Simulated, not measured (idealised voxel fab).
process module | voxel transistor to metal
cross-section cut | 170 nm wide | cells 5 nm
A cross-section is a grid of square cells, given in bands from the top down. A band is one or more rows of cells.
Each band's line starts with the height of the band's top and of its bottom, in nm. Then come its materials from left to right, each with its width in nm. One material with "throughout" fills the band from edge to edge. "air" is empty space.
Height 0 is the level under which the wafer as received is all one material. The lowest band goes on downwards, as in "0 down".
A width such as "30 to 40" changes by the same amount from each row of cells to the next, from the band's top row to its bottom row.
"no change" after a step means that no cell of the cross-section changed.
closed voids: empty space of 8 cells or more with no open way to the top, each as width x height at its distance from the left edge, in nm
after a step's settings: what the simulator itself notes on the step
overlay nm, on a step with a mask: how far to the right of its planned place the mask lay; to the left if negative
plan
1 op RECEIVE | material Si
2 op CONFORMAL_DEP | material SiO2 | thk nm 5
3 op CONFORMAL_DEP | material SiN | thk nm 15
4 op MASKED_ETCH | tone cover | mask id ACTIVE | width nm 95 | etch materials SiN | depth nm 15 | overlay nm 0
5 op MASKED_ETCH | tone cover | mask id ACTIVE | width nm 95 | etch materials SiO2 | depth nm 5 | overlay nm 0
6 op MASKED_ETCH | tone cover | mask id ACTIVE | width nm 95 | etch materials Si | depth nm 20 | overlay nm 0
7 op OXIDIZE | depth nm 5
8 op FILL_DEP | material SiO2 | thk nm 15
9 op CMP | height nm 20
10 op SELECTIVE_ETCH | etch materials SiO2 | depth nm 10
11 op STRIP | etch materials SiN
12 op SELECTIVE_ETCH | etch materials SiO2 | depth nm 5
13 op OXIDIZE | depth nm 5
14 op DIRECTIONAL_DEP | material polySi | thk nm 30
15 op DIRECTIONAL_DEP | material SiCN | thk nm 10
16 op PATTERN | tone cover | mask id GATE | material resist | width nm 15 | thk nm 20 | overlay nm 0
17 op DIRECTIONAL_ETCH | etch materials SiCN | depth nm 20
18 op DIRECTIONAL_ETCH | etch materials polySi | depth nm 40
19 op STRIP | etch materials resist
20 op CONFORMAL_DEP | material SiN | thk nm 10
21 op DIRECTIONAL_ETCH | etch materials SiN | depth nm 10
22 op DIRECTIONAL_ETCH | etch materials SiO2 | depth nm 5
23 op DIRECTIONAL_ETCH | etch materials Si | depth nm 5
24 op EPI | material pSi | thk nm 10
25 op FILL_DEP | material SiO2 | thk nm 5
26 op CMP | height nm 40
27 op DIRECTIONAL_DEP | material SiO2 | thk nm 15
28 op MASKED_ETCH | tone open | mask id CONTACT | width nm 15 | pitch nm 60 | etch materials SiO2 | depth nm 55 | overlay nm 0
29 op CONFORMAL_DEP | material TiN | thk nm 5
30 op FILL_DEP | material Ru | thk nm 10
31 op CMP | height nm 55
32 op CONFORMAL_DEP | material SiN | thk nm 5
33 op DIRECTIONAL_DEP | material SiO2 | thk nm 25
34 op PATTERN | tone open | mask id METAL_1 | material resist | width nm 15 | pitch nm 60 | thk nm 15 | overlay nm 0
35 op DIRECTIONAL_ETCH | etch materials SiO2 | depth nm 25
36 op DIRECTIONAL_ETCH | etch materials SiN | depth nm 5
37 op STRIP | etch materials resist
38 op CONFORMAL_DEP | material TiN | thk nm 5
39 op FILL_DEP | material Cu | thk nm 5
40 op CMP | height nm 85
41 op CONFORMAL_DEP | material SiCN | thk nm 5
as received, after step 1
  0 down: Si throughout
  closed voids: none
a wafer at the end: this start, this plan, one mistake
  90 to 85: SiCN throughout
  85 to 60: SiO2 45 | TiN 5 | Cu 5 | TiN 5 | SiO2 45 | TiN 5 | Cu 5 | TiN 5 | SiO2 50
  60 to 55: SiN 45 | TiN 15 | SiN 45 | TiN 15 | SiN 50
  55 to 45: SiO2 55 | TiN 5 | Ru 5 | TiN 5 | SiO2 45 | TiN 5 | Ru 5 | TiN 5 | SiO2 40
  45 to 40: SiO2 55 | TiN 15 | SiO2 45 | TiN 5 | Ru 5 | TiN 5 | SiO2 40
  40 to 30: SiO2 55 | TiN 10 | SiN 10 | SiCN 15 | SiN 10 | SiO2 15 | TiN 5 | Ru 5 | TiN 5 | SiO2 40
  30 to 10: SiO2 55 | TiN 10 | SiN 10 | polySi 15 | SiN 10 | SiO2 15 | TiN 5 | Ru 5 | TiN 5 | SiO2 40
  10 to 5: SiO2 55 | TiN 10 | SiN 10 | polySi 15 | SiN 10 | SiO2 15 | TiN 15 | SiO2 40
  5 to 0: SiO2 30 | SiN 10 | SiO2 15 | pSi 10 | SiN 10 | polySi 15 | SiN 10 | pSi 10 | SiO2 5 | TiN 10 | SiN 10 | SiO2 35
  0 to -5: SiO2 40 | pSi 25 | SiO2 35 | pSi 25 | SiO2 45
  -5 to -10: SiO2 40 | pSi 25 | Si 35 | pSi 25 | SiO2 45
  -10 to -25: SiO2 40 | Si 85 | SiO2 45
  -25 down: Si throughout
  closed voids: none
what went wrong: step 28 ran as: op MASKED_ETCH | tone open | mask id CONTACT | width nm 15 | pitch nm 60 | etch materials SiO2 | depth nm 55 | overlay nm 10
